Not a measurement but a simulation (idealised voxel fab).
process module | voxel air gaps
cross-section cut | 300 nm wide | cells 5 nm
A cross-section is a grid of square cells, given in bands from the top down. A band is one or more rows of cells.
Each band's line starts with the height of the band's top and of its bottom, in nm. Then come its materials from left to right, each with its width in nm. One material with "throughout" fills the band from edge to edge. "air" is empty space.
Height 0 is the level under which the wafer as received is all one material. The lowest band goes on downwards, as in "0 down".
A width such as "30 to 40" changes by the same amount from each row of cells to the next, from the band's top row to its bottom row.
"no change" after a step means that no cell of the cross-section changed.
closed voids: empty space of 8 cells or more with no open way to the top, each as width x height at its distance from the left edge, in nm
after a step's settings: what the simulator itself notes on the step
overlay nm, on a step with a mask: how far to the right of its planned place the mask lay; to the left if negative
plan
1 op RECEIVE | material Si
2 op CONFORMAL_DEP | material SiO2 | thk nm 10
3 op CONFORMAL_DEP | material SiN | thk nm 5
4 op DIRECTIONAL_DEP | material lowk | thk nm 40
5 op MASKED_ETCH | tone open | mask id LINES | width nm 15 | pitch nm 45 | etch materials lowk | depth nm 40 | overlay nm 0
6 op CONFORMAL_DEP | material TiN | thk nm 5
7 op FILL_DEP | material Ru | thk nm 10
8 op CMP | height nm 55
9 op EPI | material Ru | thk nm 10
10 op SELECTIVE_ETCH | etch materials lowk | depth nm 50
11 op CONFORMAL_DEP | material SiN | thk nm 5
varied across the wafers: width nm of step 5. The plan shows the first wafer's value. All wafers start alike
first wafer as received, after step 1
  0 down: Si throughout
  closed voids: none
first wafer at the end, after step 11
  70 to 65: air 80 | SiN 135 | air 85
  65 to 55: air 80 | SiN 5 | Ru 35 | SiN 10 | Ru 35 | SiN 10 | Ru 35 | SiN 5 | air 85
  55 to 50: air 80 | SiN 15 | TiN 5 | Ru 5 | TiN 5 | SiN 30 | TiN 5 | Ru 5 | TiN 5 | SiN 30 | TiN 5 | Ru 5 | TiN 5 | SiN 15 | air 85
  50 to 20: air 90 | SiN 5 | TiN 5 | Ru 5 | TiN 5 | SiN 5 | air 20 | SiN 5 | TiN 5 | Ru 5 | TiN 5 | SiN 5 | air 20 | SiN 5 | TiN 5 | Ru 5 | TiN 5 | SiN 5 | air 95
  20 to 15: SiN 95 | TiN 15 | SiN 30 | TiN 15 | SiN 30 | TiN 15 | SiN 100
  15 to 10: SiN throughout
  10 to 0: SiO2 throughout
  0 down: Si throughout
  closed voids: 20 x 30 at 115; 20 x 30 at 160
last wafer at the end
  70 to 65: air 75 | SiN 150 | air 75
  65 to 55: air 75 | SiN 5 | Ru 140 | SiN 5 | air 75
  55 to 50: air 75 | SiN 15 | TiN 5 | Ru 20 | TiN 5 | lowk 15 | TiN 5 | Ru 20 | TiN 5 | lowk 15 | TiN 5 | Ru 20 | TiN 5 | SiN 15 | air 75
  50 to 20: air 85 | SiN 5 | TiN 5 | Ru 20 | TiN 5 | lowk 15 | TiN 5 | Ru 20 | TiN 5 | lowk 15 | TiN 5 | Ru 20 | TiN 5 | SiN 5 | air 85
  20 to 15: SiN 90 | TiN 30 | lowk 15 | TiN 30 | lowk 15 | TiN 30 | SiN 90
  15 to 10: SiN throughout
  10 to 0: SiO2 throughout
  0 down: Si throughout
  closed voids: none
each wafer at the end: cells of each material gained (+) or lost (-) since it was received, then its closed voids
width nm 15 | +63 Ru | +204 SiN | +120 SiO2 | +51 TiN | closed voids: 20 x 30 at 115; 20 x 30 at 160
width nm 20 | +90 Ru | +196 SiN | +120 SiO2 | +54 TiN | closed voids: 15 x 30 at 120; 15 x 30 at 165
width nm 25 | +117 Ru | +148 SiN | +120 SiO2 | +57 TiN | +64 lowk | closed voids: none
width nm 30 | +140 Ru | +148 SiN | +120 SiO2 | +60 TiN | +48 lowk | closed voids: none
